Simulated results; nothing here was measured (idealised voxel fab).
The document below concerns the process module designated voxel self aligned vias.
In the cross-section labelled cut, the width is 155 nm and each square cell is 5 nm.
When this document writes out a cross-section, it uses a grid of square cells and lists it as bands, beginning at the top and moving down, with a band standing for one or more rows of cells. The band entry comprises the height of the band's top followed by the height of its bottom, expressed in nm, and subsequently the band's materials from left to right, each stated together with its width in nm. Where a single material is marked with the word "everywhere", that material fills the band from edge to edge. The word "empty" represents empty space. Measure heights from 0. That's the level where, below it, the as-received wafer is all one material. The lowest band is bottomless and extends downward; write it as in "top 0, no bottom". Width "30..40": first value at the band's top row of cells, second value at its bottom row, equal change from row to row. The cross-section has no changed cell in any step marked "no modifications". "Closed void list" enumerates empty spaces isolated from the top, with no open way to it, that contain at least 8 cells, giving each as width x height at distance from the left edge, all three in nm. The remark found on a step's line after its settings is issued by the simulator itself and pertains to that step. overlay nm: how far to the right of its planned place the mask lay on this masked step (negative: to the left).
## Steps in the process plan
step 1: RECEIVE (material Si)
step 2: CONFORMAL_DEP (material SiO2; thk nm 15)
step 3: CONFORMAL_DEP (material SiCN; thk nm 5)
step 4: DIRECTIONAL_DEP (material SiO2; thk nm 25)
step 5: PATTERN (tone open; mask id LINES; material resist; width nm 20; pitch nm 55; thk nm 15; overlay nm 0)
step 6: DIRECTIONAL_ETCH (etch materials SiO2; depth nm 25)
step 7: STRIP (etch materials resist)
step 8: CONFORMAL_DEP (material TiN; thk nm 5)
step 9: FILL_DEP (material W; thk nm 10)
step 10: CMP (height nm 45)
step 11: SELECTIVE_ETCH (etch materials W Ru TiN; depth nm 5)
step 12: FILL_DEP (material SiN; thk nm 10)
step 13: CMP (height nm 45)
step 14: DIRECTIONAL_DEP (material SiO2; thk nm 15)
step 15: MASKED_ETCH (tone open; mask id VIAS; width nm 40; pitch nm 55; etch materials SiO2; depth nm 15; overlay nm 0)
step 16: MASKED_ETCH (tone open; mask id VIAS; width nm 40; pitch nm 55; etch materials SiN; depth nm 5; overlay nm 0)
step 17: CONFORMAL_DEP (material TiN; thk nm 5)
step 18: FILL_DEP (material Ru; thk nm 10)
step 19: CMP (height nm 60)
step 20: CONFORMAL_DEP (material SiCN; thk nm 5)
It is noted that the wafers described herein are identical at the outset and are distinguished by the width nm of step 5; the value stated in the plan corresponds to the first wafer.
## first wafer as received, after step 1
- top 0, no bottom  Si everywhere
- Closed void list: none
## Once step 20, the last step, is complete, the module is at its end; this is the cross-section of the first of several wafers
- top 65, bottom 60  SiCN everywhere
- top 60, bottom 50  SiO2 (30)  TiN (5)  Ru (30)  TiN (5)  SiO2 (15)  TiN (5)  Ru (30)  TiN (5)  SiO2 (30)
- top 50, bottom 45  SiO2 (30)  TiN (15)  Ru (10)  TiN (15)  SiO2 (15)  TiN (15)  Ru (10)  TiN (15)  SiO2 (30)
- top 45, bottom 40  SiO2 (40)  TiN (20)  SiO2 (35)  TiN (20)  SiO2 (40)
- top 40, bottom 25  SiO2 (40)  TiN (5)  W (10)  TiN (5)  SiO2 (35)  TiN (5)  W (10)  TiN (5)  SiO2 (40)
- top 25, bottom 20  SiO2 (40)  TiN (20)  SiO2 (35)  TiN (20)  SiO2 (40)
- top 20, bottom 15  SiCN everywhere
- top 15, bottom 0  SiO2 everywhere
- top 0, no bottom  Si everywhere
- Closed void list: none
## The last wafer as seen in cross-section at the end of the module
- top 65, bottom 60  SiCN everywhere
- top 60, bottom 45  SiO2 (30)  TiN (5)  Ru (30)  TiN (5)  SiO2 (15)  TiN (5)  Ru (30)  TiN (5)  SiO2 (30)
- top 45, bottom 40  SiO2 (30)  TiN (40)  SiO2 (15)  TiN (40)  SiO2 (30)
- top 40, bottom 25  SiO2 (30)  TiN (5)  W (30)  TiN (5)  SiO2 (15)  TiN (5)  W (30)  TiN (5)  SiO2 (30)
- top 25, bottom 20  SiO2 (30)  TiN (40)  SiO2 (15)  TiN (40)  SiO2 (30)
- top 20, bottom 15  SiCN everywhere
- top 15, bottom 0  SiO2 everywhere
- top 0, no bottom  Si everywhere
- Closed void list: none
## Note: the following table is arranged by wafer, a row apiece. Each row reports the end-of-module state: per material, cells gained (+) or cells lost (-) compared with the wafer as received; closed voids follow
width nm 20; +28 Ru; +62 SiCN; +253 SiO2; +48 TiN; +12 W; Closed void list: none
width nm 25; +30 Ru; +62 SiCN; +243 SiO2; +50 TiN; +18 W; Closed void list: none
width nm 30; +32 Ru; +62 SiCN; +233 SiO2; +52 TiN; +24 W; Closed void list: none
width nm 35; +34 Ru; +62 SiCN; +223 SiO2; +54 TiN; +30 W; Closed void list: none
width nm 40; +36 Ru; +62 SiCN; +213 SiO2; +56 TiN; +36 W; Closed void list: none
